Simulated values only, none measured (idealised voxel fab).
Process module, titled voxel self aligned vias
Shown is cross-section cut, with a width of 235 nm and square cells of size 5 nm.
A cross-section is a grid of square cells, given in bands from the top down. A band is one or more rows of cells.
Within each band entry, the heights of the top and of the bottom of the band appear first, in that order and in nm; the materials of the band then follow from left to right, each with its corresponding width in nm. The designation "throughout" on a single material indicates that it fills the band from edge to edge; the designation "air" indicates empty space.
For the purposes of this specification, 0 denotes the height below which the wafer in its as-received condition is composed wholly of one material, and the lowermost band, lacking a lower limit, extends downward without end, as expressed in "0 down".
Think of "30->40" as a width that walks from the first number to the second as you go down the band, top row to bottom row, taking equal-sized steps from row to row.
Take "nothing was modified" at face value: in the step it is given for, the cross-section changed in none of its cells.
Enclosed voids (no open way to top), threshold 8 cells or more, entry "Encapsulated voids", notation width x height at distance, distance from left edge, nm.
Text after the settings on a step's line: the simulator's own remark on that step.
"overlay nm" on a masked step: distance the mask lay right of its planned place, negative for left.

### Process steps - plan
| 1 | RECEIVE | material Si |
| 2 | CONFORMAL_DEP | material SiO2 | thk nm 15 |
| 3 | CONFORMAL_DEP | material SiCN | thk nm 5 |
| 4 | DIRECTIONAL_DEP | material SiO2 | thk nm 30 |
| 5 | DIRECTIONAL_DEP | material aC | thk nm 15 |
| 6 | PATTERN | tone open | mask id LINES | material resist | width nm 25 | pitch nm 60 | thk nm 30 | overlay nm 0 |
| 7 | DIRECTIONAL_ETCH | etch materials aC | depth nm 15 |
| 8 | STRIP | etch materials resist |
| 9 | DIRECTIONAL_ETCH | etch materials SiO2 | depth nm 30 |
| 10 | STRIP | etch materials aC |
| 11 | CONFORMAL_DEP | material TiN | thk nm 5 |
| 12 | FILL_DEP | material W | thk nm 10 |
| 13 | CMP | height nm 50 |
| 14 | SELECTIVE_ETCH | etch materials W Ru TiN | depth nm 10 |
| 15 | FILL_DEP | material SiN | thk nm 10 |
| 16 | CMP | height nm 50 |
| 17 | DIRECTIONAL_DEP | material SiO2 | thk nm 15 |
| 18 | MASKED_ETCH | tone open | mask id VIAS | width nm 45 | etch materials SiO2 | depth nm 15 | overlay nm 0 |
| 19 | MASKED_ETCH | tone open | mask id VIAS | width nm 45 | etch materials SiN | depth nm 10 | overlay nm 0 |
| 20 | CONFORMAL_DEP | material TiN | thk nm 5 |
| 21 | FILL_DEP | material Ru | thk nm 5 |
| 22 | CMP | height nm 65 |
| 23 | CONFORMAL_DEP | material SiN | thk nm 5 |

### Cross-section, incoming material, after step 1
    0 down = Si throughout
    Encapsulated voids: none

### Below is the wafer in cross-section after the module was completed. It began from the starting point shown above and followed the plan shown above, except that one mistake was made while running it
    70 to 65 = SiN throughout
    65 to 50 = 65 SiO2, 5 TiN, 35 Ru, 5 TiN, 125 SiO2
    50 to 45 = 65 SiO2, 5 TiN, 35 Ru, 5 TiN, 25 SiO2, 25 SiN, 75 SiO2
    45 to 40 = 65 SiO2, 45 TiN, 25 SiO2, 25 SiN, 75 SiO2
    40 to 35 = 65 SiO2, 15 TiN, 15 W, 15 TiN, 25 SiO2, 5 TiN, 15 W, 5 TiN, 75 SiO2
    35 to 25 = 75 SiO2, 5 TiN, 15 W, 5 TiN, 35 SiO2, 5 TiN, 15 W, 5 TiN, 75 SiO2
    25 to 20 = 75 SiO2, 25 TiN, 35 SiO2, 25 TiN, 75 SiO2
    20 to 15 = SiCN throughout
    15 to 0 = SiO2 throughout
    0 down = Si throughout
    Encapsulated voids: none
Short version of what went wrong: step 18 of the plan was carried out twice
